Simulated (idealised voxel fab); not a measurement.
Documented hereafter: the process module known as voxel tone inversion.
It is cross-section cut that appears here, measuring 260 nm in width, its square cells being 5 nm in size.
Reading order for cross-sections: top band down to bottom band. Underlying form: a grid of square cells. Band size: one or more rows of cells.
It is stipulated that each band's entry specify, in nanometres, the height of the top of the band and then that of its bottom, followed by the materials of the band in left-to-right sequence, each together with its width in nanometres. A single material marked by the word "full width" is understood to fill the band from edge to edge; the word "air" is understood to denote empty space.
Heights from 0 (as-received wafer is one material below). Bottom band endless downward, as "0 nm and below".
Width "30 to 40": first value at the band's top row of cells, second value at its bottom row, equal change from row to row.
Take "nothing altered" at face value: in the step it is given for, the cross-section changed in none of its cells.
"Entrapped void list" means: voids of 8 cells or more that are shut off from the top with no open way through. Written width x height at distance, distance from the left edge, in nm.
Heads up: the bit after the settings on a step's line is the simulator's remark on that step.
A step line may carry the setting "overlay nm", which, for steps involving a mask, states the distance by which the mask lay to the right of its intended position; negative values denote displacement to the left.
Plan
| 1 | RECEIVE, material Si |
| 2 | CONFORMAL_DEP, material SiCN, thk nm 10 |
| 3 | DIRECTIONAL_DEP, material aC, thk nm 20 |
| 4 | PATTERN, tone cover, mask id POSTS, material resist, width nm 20, pitch nm 45, thk nm 30, overlay nm 0 |
| 5 | DIRECTIONAL_ETCH, etch materials aC, depth nm 20 |
| 6 | STRIP, etch materials resist |
| 7 | FILL_DEP, material lowk, thk nm 10 |
| 8 | CMP, height nm 30 |
| 9 | STRIP, etch materials aC |
| 10 | CONFORMAL_DEP, material TiN, thk nm 5 |
| 11 | FILL_DEP, material Cu, thk nm 5 |
| 12 | CMP, height nm 30 |
| 13 | CONFORMAL_DEP, material SiN, thk nm 5 |
Cross-sectional view of the wafer in its as-received condition, corresponding to the state after step 1
* 0 nm and below | Si full width
* Entrapped void list: none
First wafer of two, sectioned at end of module; run went per plan
* 35 nm to 30 nm | SiN full width
* 30 nm to 15 nm | 75 lowk; 5 TiN; 10 Cu; 5 TiN; 25 lowk; 5 TiN; 10 Cu; 5 TiN; 25 lowk; 5 TiN; 10 Cu; 5 TiN; 75 lowk
* 15 nm to 10 nm | 75 lowk; 20 TiN; 25 lowk; 20 TiN; 25 lowk; 20 TiN; 75 lowk
* 10 nm to 0 nm | SiCN full width
* 0 nm and below | Si full width
* Entrapped void list: none
Cross-sectional view of the second of two wafers upon completion of the module. This wafer shared its starting condition and process plan with the first; one error was made during its execution
* 35 nm to 30 nm | SiN full width
* 30 nm to 15 nm | 75 lowk; 5 TiN; 15 Cu; 5 TiN; 20 lowk; 5 TiN; 15 Cu; 5 TiN; 20 lowk; 5 TiN; 15 Cu; 5 TiN; 70 lowk
* 15 nm to 10 nm | 75 lowk; 25 TiN; 20 lowk; 25 TiN; 20 lowk; 25 TiN; 70 lowk
* 10 nm to 0 nm | SiCN full width
* 0 nm and below | Si full width
* Entrapped void list: none
In executing the process, a mistake was made relative to the plan: step 4 was run on a setting that differed from the plan, and what really ran there is PATTERN, tone cover, mask id POSTS, material resist, width nm 25, pitch nm 45, thk nm 30, overlay nm 0
Materials where the second wafer ends with more or fewer cells than the first: Cu +9; TiN +3; lowk -12
